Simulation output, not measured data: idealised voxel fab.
Title: Process Module voxel plated lines
Xsec cut, 210 nm wide, square cell size 5 nm.
For the purposes of this document, a cross-section shall be understood as a grid of square cells, specified as bands listed in top-to-bottom order, each band consisting of one or more rows of cells. Within each band entry, the heights of the top and of the bottom of the band appear first, in that order and in nm; the materials of the band then follow from left to right, each with its corresponding width in nm. The designation "all across" on a single material indicates that it fills the band from edge to edge; the designation "blank" indicates empty space. The level at which height equals 0 is the one under which the wafer, as it arrives, is entirely one material. No lower edge exists for the bottom band, which continues downward and is notated as in "z 0 and below". Quick explanation for "30 to 40": the width changes in equal steps down the rows of cells, from the first number in the band's top row to the second number in its bottom row. "nothing was modified" for a step: no cell of the cross-section changed in that step. For the entry "Unvented internal voids", the listed items are empty spaces with no open way to the top whose size is 8 cells or more; each item follows the pattern width x height at distance, where distance is from the left edge and all three are in nm. On a step's line, text after the settings is the simulator commenting on that step. If you see "overlay nm" on a step's line and that step has a mask, it's telling you how far right of where it was planned the mask ended up; a negative number means it went left instead. Heads up before you read on: it's before/after pairs around one process step each, after side only down to the lowest band that changed, step plus settings under the pair. Pairs can be from different runs of this module, same starting wafer, so only chain a pair onto the one above if its "Snapshot before" entry says so.
Snapshot before:
	z 0 and below: Si all across
	Unvented internal voids: none
Result of Step:
	z 10 to 0: SiN all across
	No changes below 0.
	Unvented internal voids: none
It is this step that lies between the two cross-sections above: CONFORMAL_DEP, material SiN, thk nm 10
Snapshot before: This step starts from the configuration shown after the step in the pair immediately above.
Result of Step:
	z 15 to 10: TiN all across
	No changes below 10.
	Unvented internal voids: none
It is this step that lies between the two cross-sections above: DIRECTIONAL_DEP, material TiN, thk nm 5
Snapshot before: This step starts from the configuration shown after the step in the pair immediately above.
Result of Step:
	z 45 to 15: 25 nm resist | 20 nm blank | 25 nm resist | 20 nm blank | 25 nm resist | 20 nm blank | 25 nm resist | 20 nm blank | 30 nm resist
	No changes below 15.
	Unvented internal voids: none
It is this step that lies between the two cross-sections above: PATTERN, tone open, mask id LINES, material resist, width nm 20, pitch nm 45, thk nm 30, overlay nm 0
Snapshot before: This step starts from the configuration shown after the step in the pair immediately above.
Result of Step:
	z 45 to 25: 25 nm resist | 20 nm blank | 25 nm resist | 20 nm blank | 25 nm resist | 20 nm blank | 25 nm resist | 20 nm blank | 30 nm resist
	z 25 to 15: 25 nm resist | 20 nm Ru | 25 nm resist | 20 nm Ru | 25 nm resist | 20 nm Ru | 25 nm resist | 20 nm Ru | 30 nm resist
	No changes below 15.
	Unvented internal voids: none
It is this step that lies between the two cross-sections above: EPI, material Ru, thk nm 10
Snapshot before: This step starts from the configuration shown after the step in the pair immediately above.
Result of Step:
	z 45 to 35: 25 nm resist | 20 nm blank | 25 nm resist | 20 nm blank | 25 nm resist | 20 nm blank | 25 nm resist | 20 nm blank | 30 nm resist
	z 35 to 15: 25 nm resist | 20 nm Ru | 25 nm resist | 20 nm Ru | 25 nm resist | 20 nm Ru | 25 nm resist | 20 nm Ru | 30 nm resist
	No changes below 15.
	Unvented internal voids: none
It is this step that lies between the two cross-sections above: EPI, material Ru, thk nm 10
Snapshot before: This step starts from the configuration shown after the step in the pair immediately above.
Result of Step:
	z 35 to 15: 25 nm blank | 20 nm Ru | 25 nm blank | 20 nm Ru | 25 nm blank | 20 nm Ru | 25 nm blank | 20 nm Ru | 30 nm blank
	No changes below 15.
	Unvented internal voids: none
It is this step that lies between the two cross-sections above: STRIP, etch materials resist
Snapshot before: This step starts from the configuration shown after the step in the pair immediately above.
Result of Step:
	z 35 to 15: 25 nm blank | 20 nm Ru | 25 nm blank | 20 nm Ru | 25 nm blank | 20 nm Ru | 25 nm blank | 20 nm Ru | 30 nm blank
	z 15 to 10: 25 nm blank | 20 nm TiN | 25 nm blank | 20 nm TiN | 25 nm blank | 20 nm TiN | 25 nm blank | 20 nm TiN | 30 nm blank
	No changes below 10.
	Unvented internal voids: none
It is this step that lies between the two cross-sections above: DIRECTIONAL_ETCH, etch materials TiN, depth nm 5
Snapshot before: This step starts from the configuration shown after the step in the pair immediately above.
Result of Step:
	z 40 to 35: 20 nm blank | 30 nm SiCN | 15 nm blank | 30 nm SiCN | 15 nm blank | 30 nm SiCN | 15 nm blank | 30 nm SiCN | 25 nm blank
	z 35 to 15: 20 nm blank | 5 nm SiCN | 20 nm Ru | 5 nm SiCN | 15 nm blank | 5 nm SiCN | 20 nm Ru | 5 nm SiCN | 15 nm blank | 5 nm SiCN | 20 nm Ru | 5 nm SiCN | 15 nm blank | 5 nm SiCN | 20 nm Ru | 5 nm SiCN | 25 nm blank
	z 15 to 10: 25 nm SiCN | 20 nm TiN | 25 nm SiCN | 20 nm TiN | 25 nm SiCN | 20 nm TiN | 25 nm SiCN | 20 nm TiN | 30 nm SiCN
	No changes below 10.
	Unvented internal voids: none
It is this step that lies between the two cross-sections above: CONFORMAL_DEP, material SiCN, thk nm 5
Snapshot before:
	z 0 and below: Si all across
	Unvented internal voids: none
Result of Step:
	z 5 to 0: TiN all across
	No changes below 0.
	Unvented internal voids: none
It is this step that lies between the two cross-sections above: DIRECTIONAL_DEP, material TiN, thk nm 5
Snapshot before: This step starts from the configuration shown after the step in the pair immediately above.
Result of Step:
	z 35 to 5: 25 nm resist | 20 nm blank | 25 nm resist | 20 nm blank | 25 nm resist | 20 nm blank | 25 nm resist | 20 nm blank | 30 nm resist
	No changes below 5.
	Unvented internal voids: none
It is this step that lies between the two cross-sections above: PATTERN, tone open, mask id LINES, material resist, width nm 20, pitch nm 45, thk nm 30, overlay nm 0
Snapshot before: This step starts from the configuration shown after the step in the pair immediately above.
Result of Step:
	z 35 to 15: 25 nm resist | 20 nm blank | 25 nm resist | 20 nm blank | 25 nm resist | 20 nm blank | 25 nm resist | 20 nm blank | 30 nm resist
	z 15 to 5: 25 nm resist | 20 nm Ru | 25 nm resist | 20 nm Ru | 25 nm resist | 20 nm Ru | 25 nm resist | 20 nm Ru | 30 nm resist
	No changes below 5.
	Unvented internal voids: none
It is this step that lies between the two cross-sections above: EPI, material Ru, thk nm 10
Snapshot before: This step starts from the configuration shown after the step in the pair immediately above.
Result of Step:
	z 35 to 25: 25 nm resist | 20 nm blank | 25 nm resist | 20 nm blank | 25 nm resist | 20 nm blank | 25 nm resist | 20 nm blank | 30 nm resist
	z 25 to 5: 25 nm resist | 20 nm Ru | 25 nm resist | 20 nm Ru | 25 nm resist | 20 nm Ru | 25 nm resist | 20 nm Ru | 30 nm resist
	No changes below 5.
	Unvented internal voids: none
It is this step that lies between the two cross-sections above: EPI, material Ru, thk nm 10
Snapshot before: This step starts from the configuration shown after the step in the pair immediately above.
Result of Step:
	z 25 to 5: 25 nm blank | 20 nm Ru | 25 nm blank | 20 nm Ru | 25 nm blank | 20 nm Ru | 25 nm blank | 20 nm Ru | 30 nm blank
	No changes below 5.
	Unvented internal voids: none
It is this step that lies between the two cross-sections above: STRIP, etch materials resist
Snapshot before: This step starts from the configuration shown after the step in the pair immediately above.
Result of Step:
	z 25 to 5: 25 nm blank | 20 nm Ru | 25 nm blank | 20 nm Ru | 25 nm blank | 20 nm Ru | 25 nm blank | 20 nm Ru | 30 nm blank
	z 5 to 0: 25 nm blank | 20 nm TiN | 25 nm blank | 20 nm TiN | 25 nm blank | 20 nm TiN | 25 nm blank | 20 nm TiN | 30 nm blank
	No changes below 0.
	Unvented internal voids: none
It is this step that lies between the two cross-sections above: DIRECTIONAL_ETCH, etch materials TiN, depth nm 5
Snapshot before: This step starts from the configuration shown after the step in the pair immediately above.
Result of Step:
	z 30 to 25: 20 nm blank | 30 nm SiCN | 15 nm blank | 30 nm SiCN | 15 nm blank | 30 nm SiCN | 15 nm blank | 30 nm SiCN | 25 nm blank
	z 25 to 5: 20 nm blank | 5 nm SiCN | 20 nm Ru | 5 nm SiCN | 15 nm blank | 5 nm SiCN | 20 nm Ru | 5 nm SiCN | 15 nm blank | 5 nm SiCN | 20 nm Ru | 5 nm SiCN | 15 nm blank | 5 nm SiCN | 20 nm Ru | 5 nm SiCN | 25 nm blank
	z 5 to 0: 25 nm SiCN | 20 nm TiN | 25 nm SiCN | 20 nm TiN | 25 nm SiCN | 20 nm TiN | 25 nm SiCN | 20 nm TiN | 30 nm SiCN
	No changes below 0.
	Unvented internal voids: none
It is this step that lies between the two cross-sections above: CONFORMAL_DEP, material SiCN, thk nm 5
Snapshot before:
	z 45 to 35: 25 nm resist | 20 nm blank | 25 nm resist | 20 nm blank | 25 nm resist | 20 nm blank | 25 nm resist | 20 nm blank | 30 nm resist
	z 35 to 15: 25 nm resist | 20 nm Ru | 25 nm resist | 20 nm Ru | 25 nm resist | 20 nm Ru | 25 nm resist | 20 nm Ru | 30 nm resist
	z 15 to 10: TiN all across
	z 10 to 0: SiN all across
	z 0 and below: Si all across
	Unvented internal voids: none
Result of Step:
	z 45 to 15: 25 nm resist | 20 nm Ru | 25 nm resist | 20 nm Ru | 25 nm resist | 20 nm Ru | 25 nm resist | 20 nm Ru | 30 nm resist
	No changes below 15.
	Unvented internal voids: none
It is this step that lies between the two cross-sections above: EPI, material Ru, thk nm 10
Snapshot before: This step starts from the configuration shown after the step in the pair immediately above.
Result of Step:
	z 45 to 15: 25 nm blank | 20 nm Ru | 25 nm blank | 20 nm Ru | 25 nm blank | 20 nm Ru | 25 nm blank | 20 nm Ru | 30 nm blank
	No changes below 15.
	Unvented internal voids: none
It is this step that lies between the two cross-sections above: STRIP, etch materials resist
Snapshot before: This step starts from the configuration shown after the step in the pair immediately above.
Result of Step:
	z 45 to 15: 25 nm blank | 20 nm Ru | 25 nm blank | 20 nm Ru | 25 nm blank | 20 nm Ru | 25 nm blank | 20 nm Ru | 30 nm blank
	z 15 to 10: 25 nm blank | 20 nm TiN | 25 nm blank | 20 nm TiN | 25 nm blank | 20 nm TiN | 25 nm blank | 20 nm TiN | 30 nm blank
	No changes below 10.
	Unvented internal voids: none
It is this step that lies between the two cross-sections above: DIRECTIONAL_ETCH, etch materials TiN, depth nm 5
Snapshot before: This step starts from the configuration shown after the step in the pair immediately above.
Result of Step:
	z 50 to 45: 20 nm blank | 30 nm SiCN | 15 nm blank | 30 nm SiCN | 15 nm blank | 30 nm SiCN | 15 nm blank | 30 nm SiCN | 25 nm blank
	z 45 to 15: 20 nm blank | 5 nm SiCN | 20 nm Ru | 5 nm SiCN | 15 nm blank | 5 nm SiCN | 20 nm Ru | 5 nm SiCN | 15 nm blank | 5 nm SiCN | 20 nm Ru | 5 nm SiCN | 15 nm blank | 5 nm SiCN | 20 nm Ru | 5 nm SiCN | 25 nm blank
	z 15 to 10: 25 nm SiCN | 20 nm TiN | 25 nm SiCN | 20 nm TiN | 25 nm SiCN | 20 nm TiN | 25 nm SiCN | 20 nm TiN | 30 nm SiCN
	No changes below 10.
	Unvented internal voids: none
It is this step that lies between the two cross-sections above: CONFORMAL_DEP, material SiCN, thk nm 5
Snapshot before:
	z 5 to 0: TiN all across
	z 0 and below: Si all across
	Unvented internal voids: none
Result of Step:
	z 15 to 5: SiN all across
	No changes below 5.
	Unvented internal voids: none
It is this step that lies between the two cross-sections above: CONFORMAL_DEP, material SiN, thk nm 10
Snapshot before: This step starts from the configuration shown after the step in the pair immediately above.
Result of Step:
	z 45 to 15: 25 nm resist | 20 nm blank | 25 nm resist | 20 nm blank | 25 nm resist | 20 nm blank | 25 nm resist | 20 nm blank | 30 nm resist
	No changes below 15.
	Unvented internal voids: none
It is this step that lies between the two cross-sections above: PATTERN, tone open, mask id LINES, material resist, width nm 20, pitch nm 45, thk nm 30, overlay nm 0
Snapshot before: This step starts from the configuration shown after the step in the pair immediately above.
Result of Step:
	z 15 to 5: SiN all across
	No changes below 5.
	Unvented internal voids: none
It is this step that lies between the two cross-sections above: STRIP, etch materials resist
Snapshot before: This step starts from the configuration shown after the step in the pair immediately above.
Result of Step:
	z 20 to 15: SiCN all across
	No changes below 15.
	Unvented internal voids: none
It is this step that lies between the two cross-sections above: CONFORMAL_DEP, material SiCN, thk nm 5
Snapshot before:
	z 10 to 0: SiN all across
	z 0 and below: Si all across
	Unvented internal voids: none
Result of Step:
	z 25 to 10: TiN all across
	No changes below 10.
	Unvented internal voids: none
It is this step that lies between the two cross-sections above: DIRECTIONAL_DEP, material TiN, thk nm 15
Snapshot before: This step starts from the configuration shown after the step in the pair immediately above.
Result of Step:
	z 55 to 25: 25 nm resist | 20 nm blank | 25 nm resist | 20 nm blank | 25 nm resist | 20 nm blank | 25 nm resist | 20 nm blank | 30 nm resist
	No changes below 25.
	Unvented internal voids: none
It is this step that lies between the two cross-sections above: PATTERN, tone open, mask id LINES, material resist, width nm 20, pitch nm 45, thk nm 30, overlay nm 0
Snapshot before: This step starts from the configuration shown after the step in the pair immediately above.
Result of Step:
	z 55 to 35: 25 nm resist | 20 nm blank | 25 nm resist | 20 nm blank | 25 nm resist | 20 nm blank | 25 nm resist | 20 nm blank | 30 nm resist
	z 35 to 25: 25 nm resist | 20 nm Ru | 25 nm resist | 20 nm Ru | 25 nm resist | 20 nm Ru | 25 nm resist | 20 nm Ru | 30 nm resist
	No changes below 25.
	Unvented internal voids: none
It is this step that lies between the two cross-sections above: EPI, material Ru, thk nm 10
Snapshot before: This step starts from the configuration shown after the step in the pair immediately above.
Result of Step:
	z 55 to 45: 25 nm resist | 20 nm blank | 25 nm resist | 20 nm blank | 25 nm resist | 20 nm blank | 25 nm resist | 20 nm blank | 30 nm resist
	z 45 to 25: 25 nm resist | 20 nm Ru | 25 nm resist | 20 nm Ru | 25 nm resist | 20 nm Ru | 25 nm resist | 20 nm Ru | 30 nm resist
	No changes below 25.
	Unvented internal voids: none
It is this step that lies between the two cross-sections above: EPI, material Ru, thk nm 10
Snapshot before: This step starts from the configuration shown after the step in the pair immediately above.
Result of Step:
	z 45 to 25: 25 nm blank | 20 nm Ru | 25 nm blank | 20 nm Ru | 25 nm blank | 20 nm Ru | 25 nm blank | 20 nm Ru | 30 nm blank
	No changes below 25.
	Unvented internal voids: none
It is this step that lies between the two cross-sections above: STRIP, etch materials resist
Snapshot before: This step starts from the configuration shown after the step in the pair immediately above.
Result of Step:
	z 45 to 25: 25 nm blank | 20 nm Ru | 25 nm blank | 20 nm Ru | 25 nm blank | 20 nm Ru | 25 nm blank | 20 nm Ru | 30 nm blank
	z 25 to 20: 25 nm blank | 20 nm TiN | 25 nm blank | 20 nm TiN | 25 nm blank | 20 nm TiN | 25 nm blank | 20 nm TiN | 30 nm blank
	No changes below 20.
	Unvented internal voids: none
It is this step that lies between the two cross-sections above: DIRECTIONAL_ETCH, etch materials TiN, depth nm 5
Snapshot before: This step starts from the configuration shown after the step in the pair immediately above.
Result of Step:
	z 50 to 45: 20 nm blank | 30 nm SiCN | 15 nm blank | 30 nm SiCN | 15 nm blank | 30 nm SiCN | 15 nm blank | 30 nm SiCN | 25 nm blank
	z 45 to 25: 20 nm blank | 5 nm SiCN | 20 nm Ru | 5 nm SiCN | 15 nm blank | 5 nm SiCN | 20 nm Ru | 5 nm SiCN | 15 nm blank | 5 nm SiCN | 20 nm Ru | 5 nm SiCN | 15 nm blank | 5 nm SiCN | 20 nm Ru | 5 nm SiCN | 25 nm blank
	z 25 to 20: 25 nm SiCN | 20 nm TiN | 25 nm SiCN | 20 nm TiN | 25 nm SiCN | 20 nm TiN | 25 nm SiCN | 20 nm TiN | 30 nm SiCN
	No changes below 20.
	Unvented internal voids: none
It is this step that lies between the two cross-sections above: CONFORMAL_DEP, material SiCN, thk nm 5
Snapshot before:
	z 15 to 10: TiN all across
	z 10 to 0: SiN all across
	z 0 and below: Si all across
	Unvented internal voids: none
Result of Step:
	z 45 to 15: 20 nm resist | 30 nm blank | 15 nm resist | 30 nm blank | 15 nm resist | 30 nm blank | 15 nm resist | 30 nm blank | 25 nm resist
	No changes below 15.
	Unvented internal voids: none
It is this step that lies between the two cross-sections above: PATTERN, tone open, mask id LINES, material resist, width nm 30, pitch nm 45, thk nm 30, overlay nm 0
Snapshot before: This step starts from the configuration shown after the step in the pair immediately above.
Result of Step:
	z 45 to 25: 20 nm resist | 30 nm blank | 15 nm resist | 30 nm blank | 15 nm resist | 30 nm blank | 15 nm resist | 30 nm blank | 25 nm resist
	z 25 to 15: 20 nm resist | 30 nm Ru | 15 nm resist | 30 nm Ru | 15 nm resist | 30 nm Ru | 15 nm resist | 30 nm Ru | 25 nm resist
	No changes below 15.
	Unvented internal voids: none
It is this step that lies between the two cross-sections above: EPI, material Ru, thk nm 10
Snapshot before: This step starts from the configuration shown after the step in the pair immediately above.
Result of Step:
	z 45 to 35: 20 nm resist | 30 nm blank | 15 nm resist | 30 nm blank | 15 nm resist | 30 nm blank | 15 nm resist | 30 nm blank | 25 nm resist
	z 35 to 15: 20 nm resist | 30 nm Ru | 15 nm resist | 30 nm Ru | 15 nm resist | 30 nm Ru | 15 nm resist | 30 nm Ru | 25 nm resist
	No changes below 15.
	Unvented internal voids: none
It is this step that lies between the two cross-sections above: EPI, material Ru, thk nm 10
Snapshot before: This step starts from the configuration shown after the step in the pair immediately above.
Result of Step:
	z 35 to 15: 20 nm blank | 30 nm Ru | 15 nm blank | 30 nm Ru | 15 nm blank | 30 nm Ru | 15 nm blank | 30 nm Ru | 25 nm blank
	No changes below 15.
	Unvented internal voids: none
It is this step that lies between the two cross-sections above: STRIP, etch materials resist
Snapshot before: This step starts from the configuration shown after the step in the pair immediately above.
Result of Step:
	z 35 to 15: 20 nm blank | 30 nm Ru | 15 nm blank | 30 nm Ru | 15 nm blank | 30 nm Ru | 15 nm blank | 30 nm Ru | 25 nm blank
	z 15 to 10: 20 nm blank | 30 nm TiN | 15 nm blank | 30 nm TiN | 15 nm blank | 30 nm TiN | 15 nm blank | 30 nm TiN | 25 nm blank
	No changes below 10.
	Unvented internal voids: none
It is this step that lies between the two cross-sections above: DIRECTIONAL_ETCH, etch materials TiN, depth nm 5
Snapshot before: This step starts from the configuration shown after the step in the pair immediately above.
Result of Step:
	z 40 to 35: 15 nm blank | 40 nm SiCN | 5 nm blank | 40 nm SiCN | 5 nm blank | 40 nm SiCN | 5 nm blank | 40 nm SiCN | 20 nm blank
	z 35 to 15: 15 nm blank | 5 nm SiCN | 30 nm Ru | 5 nm SiCN | 5 nm blank | 5 nm SiCN | 30 nm Ru | 5 nm SiCN | 5 nm blank | 5 nm SiCN | 30 nm Ru | 5 nm SiCN | 5 nm blank | 5 nm SiCN | 30 nm Ru | 5 nm SiCN | 20 nm blank
	z 15 to 10: 20 nm SiCN | 30 nm TiN | 15 nm SiCN | 30 nm TiN | 15 nm SiCN | 30 nm TiN | 15 nm SiCN | 30 nm TiN | 25 nm SiCN
	No changes below 10.
	Unvented internal voids: none
It is this step that lies between the two cross-sections above: CONFORMAL_DEP, material SiCN, thk nm 5
Snapshot before:
	z 15 to 10: TiN all across
	z 10 to 0: SiN all across
	z 0 and below: Si all across
	Unvented internal voids: none
Result of Step:
	z 45 to 15: 30 nm resist | 20 nm blank | 25 nm resist | 20 nm blank | 25 nm resist | 20 nm blank | 25 nm resist | 20 nm blank | 25 nm resist
	No changes below 15.
	Unvented internal voids: none
It is this step that lies between the two cross-sections above: PATTERN, tone open, mask id LINES, material resist, width nm 20, pitch nm 45, thk nm 30, overlay nm 5
Snapshot before: This step starts from the configuration shown after the step in the pair immediately above.
Result of Step:
	z 45 to 25: 30 nm resist | 20 nm blank | 25 nm resist | 20 nm blank | 25 nm resist | 20 nm blank | 25 nm resist | 20 nm blank | 25 nm resist
	z 25 to 15: 30 nm resist | 20 nm Ru | 25 nm resist | 20 nm Ru | 25 nm resist | 20 nm Ru | 25 nm resist | 20 nm Ru | 25 nm resist
	No changes below 15.
	Unvented internal voids: none
It is this step that lies between the two cross-sections above: EPI, material Ru, thk nm 10
Snapshot before: This step starts from the configuration shown after the step in the pair immediately above.
Result of Step:
	z 45 to 35: 30 nm resist | 20 nm blank | 25 nm resist | 20 nm blank | 25 nm resist | 20 nm blank | 25 nm resist | 20 nm blank | 25 nm resist
	z 35 to 15: 30 nm resist | 20 nm Ru | 25 nm resist | 20 nm Ru | 25 nm resist | 20 nm Ru | 25 nm resist | 20 nm Ru | 25 nm resist
	No changes below 15.
	Unvented internal voids: none
It is this step that lies between the two cross-sections above: EPI, material Ru, thk nm 10
Snapshot before: This step starts from the configuration shown after the step in the pair immediately above.
Result of Step:
	z 35 to 15: 30 nm blank | 20 nm Ru | 25 nm blank | 20 nm Ru | 25 nm blank | 20 nm Ru | 25 nm blank | 20 nm Ru | 25 nm blank
	No changes below 15.
	Unvented internal voids: none
It is this step that lies between the two cross-sections above: STRIP, etch materials resist
Snapshot before: This step starts from the configuration shown after the step in the pair immediately above.
Result of Step:
	z 35 to 15: 30 nm blank | 20 nm Ru | 25 nm blank | 20 nm Ru | 25 nm blank | 20 nm Ru | 25 nm blank | 20 nm Ru | 25 nm blank
	z 15 to 10: 30 nm blank | 20 nm TiN | 25 nm blank | 20 nm TiN | 25 nm blank | 20 nm TiN | 25 nm blank | 20 nm TiN | 25 nm blank
	No changes below 10.
	Unvented internal voids: none
It is this step that lies between the two cross-sections above: DIRECTIONAL_ETCH, etch materials TiN, depth nm 5
Snapshot before: This step starts from the configuration shown after the step in the pair immediately above.
Result of Step:
	z 40 to 35: 25 nm blank | 30 nm SiCN | 15 nm blank | 30 nm SiCN | 15 nm blank | 30 nm SiCN | 15 nm blank | 30 nm SiCN | 20 nm blank
	z 35 to 15: 25 nm blank | 5 nm SiCN | 20 nm Ru | 5 nm SiCN | 15 nm blank | 5 nm SiCN | 20 nm Ru | 5 nm SiCN | 15 nm blank | 5 nm SiCN | 20 nm Ru | 5 nm SiCN | 15 nm blank | 5 nm SiCN | 20 nm Ru | 5 nm SiCN | 20 nm blank
	z 15 to 10: 30 nm SiCN | 20 nm TiN | 25 nm SiCN | 20 nm TiN | 25 nm SiCN | 20 nm TiN | 25 nm SiCN | 20 nm TiN | 25 nm SiCN
	No changes below 10.
	Unvented internal voids: none
It is this step that lies between the two cross-sections above: CONFORMAL_DEP, material SiCN, thk nm 5
Snapshot before:
	z 35 to 15: 25 nm blank | 20 nm Ru | 25 nm blank | 20 nm Ru | 25 nm blank | 20 nm Ru | 25 nm blank | 20 nm Ru | 30 nm blank
	z 15 to 10: 25 nm blank | 20 nm TiN | 25 nm blank | 20 nm TiN | 25 nm blank | 20 nm TiN | 25 nm blank | 20 nm TiN | 30 nm blank
	z 10 to 0: SiN all across
	z 0 and below: Si all across
	Unvented internal voids: none
Result of Step:
	z 40 to 35: 20 nm blank | 30 nm TiN | 15 nm blank | 30 nm TiN | 15 nm blank | 30 nm TiN | 15 nm blank | 30 nm TiN | 25 nm blank
	z 35 to 15: 20 nm blank | 5 nm TiN | 20 nm Ru | 5 nm TiN | 15 nm blank | 5 nm TiN | 20 nm Ru | 5 nm TiN | 15 nm blank | 5 nm TiN | 20 nm Ru | 5 nm TiN | 15 nm blank | 5 nm TiN | 20 nm Ru | 5 nm TiN | 25 nm blank
	z 15 to 10: TiN all across
	No changes below 10.
	Unvented internal voids: none
It is this step that lies between the two cross-sections above: CONFORMAL_DEP, material TiN, thk nm 5
Snapshot before:
	z 15 to 10: TiN all across
	z 10 to 0: SiN all across
	z 0 and below: Si all across
	Unvented internal voids: none
Result of Step:
	z 45 to 15: 25 nm blank | 20 nm resist | 25 nm blank | 20 nm resist | 25 nm blank | 20 nm resist | 25 nm blank | 20 nm resist | 30 nm blank
	No changes below 15.
	Unvented internal voids: none
It is this step that lies between the two cross-sections above: PATTERN, tone cover, mask id LINES, material resist, width nm 20, pitch nm 45, thk nm 30, overlay nm 0
Snapshot before: This step starts from the configuration shown after the step in the pair immediately above.
Result of Step:
	z 45 to 25: 25 nm blank | 20 nm resist | 25 nm blank | 20 nm resist | 25 nm blank | 20 nm resist | 25 nm blank | 20 nm resist | 30 nm blank
	z 25 to 15: 25 nm Ru | 20 nm resist | 25 nm Ru | 20 nm resist | 25 nm Ru | 20 nm resist | 25 nm Ru | 20 nm resist | 30 nm Ru
	No changes below 15.
	Unvented internal voids: none
It is this step that lies between the two cross-sections above: EPI, material Ru, thk nm 10
Snapshot before: This step starts from the configuration shown after the step in the pair immediately above.
Result of Step:
	z 45 to 35: 25 nm blank | 20 nm resist | 25 nm blank | 20 nm resist | 25 nm blank | 20 nm resist | 25 nm blank | 20 nm resist | 30 nm blank
	z 35 to 15: 25 nm Ru | 20 nm resist | 25 nm Ru | 20 nm resist | 25 nm Ru | 20 nm resist | 25 nm Ru | 20 nm resist | 30 nm Ru
	No changes below 15.
	Unvented internal voids: none
It is this step that lies between the two cross-sections above: EPI, material Ru, thk nm 10
Snapshot before: This step starts from the configuration shown after the step in the pair immediately above.
Result of Step:
	z 35 to 15: 25 nm Ru | 20 nm blank | 25 nm Ru | 20 nm blank | 25 nm Ru | 20 nm blank | 25 nm Ru | 20 nm blank | 30 nm Ru
	No changes below 15.
	Unvented internal voids: none
It is this step that lies between the two cross-sections above: STRIP, etch materials resist
Snapshot before: This step starts from the configuration shown after the step in the pair immediately above.
Result of Step:
	z 35 to 15: 25 nm Ru | 20 nm blank | 25 nm Ru | 20 nm blank | 25 nm Ru | 20 nm blank | 25 nm Ru | 20 nm blank | 30 nm Ru
	z 15 to 10: 25 nm TiN | 20 nm blank | 25 nm TiN | 20 nm blank | 25 nm TiN | 20 nm blank | 25 nm TiN | 20 nm blank | 30 nm TiN
	No changes below 10.
	Unvented internal voids: none
It is this step that lies between the two cross-sections above: DIRECTIONAL_ETCH, etch materials TiN, depth nm 5
Snapshot before: This step starts from the configuration shown after the step in the pair immediately above.
Result of Step:
	z 40 to 35: 30 nm SiCN | 10 nm blank | 35 nm SiCN | 10 nm blank | 35 nm SiCN | 10 nm blank | 35 nm SiCN | 10 nm blank | 35 nm SiCN
	z 35 to 15: 25 nm Ru | 5 nm SiCN | 10 nm blank | 5 nm SiCN | 25 nm Ru | 5 nm SiCN | 10 nm blank | 5 nm SiCN | 25 nm Ru | 5 nm SiCN | 10 nm blank | 5 nm SiCN | 25 nm Ru | 5 nm SiCN | 10 nm blank | 5 nm SiCN | 30 nm Ru
	z 15 to 10: 25 nm TiN | 20 nm SiCN | 25 nm TiN | 20 nm SiCN | 25 nm TiN | 20 nm SiCN | 25 nm TiN | 20 nm SiCN | 30 nm TiN
	No changes below 10.
	Unvented internal voids: none
It is this step that lies between the two cross-sections above: CONFORMAL_DEP, material SiCN, thk nm 5
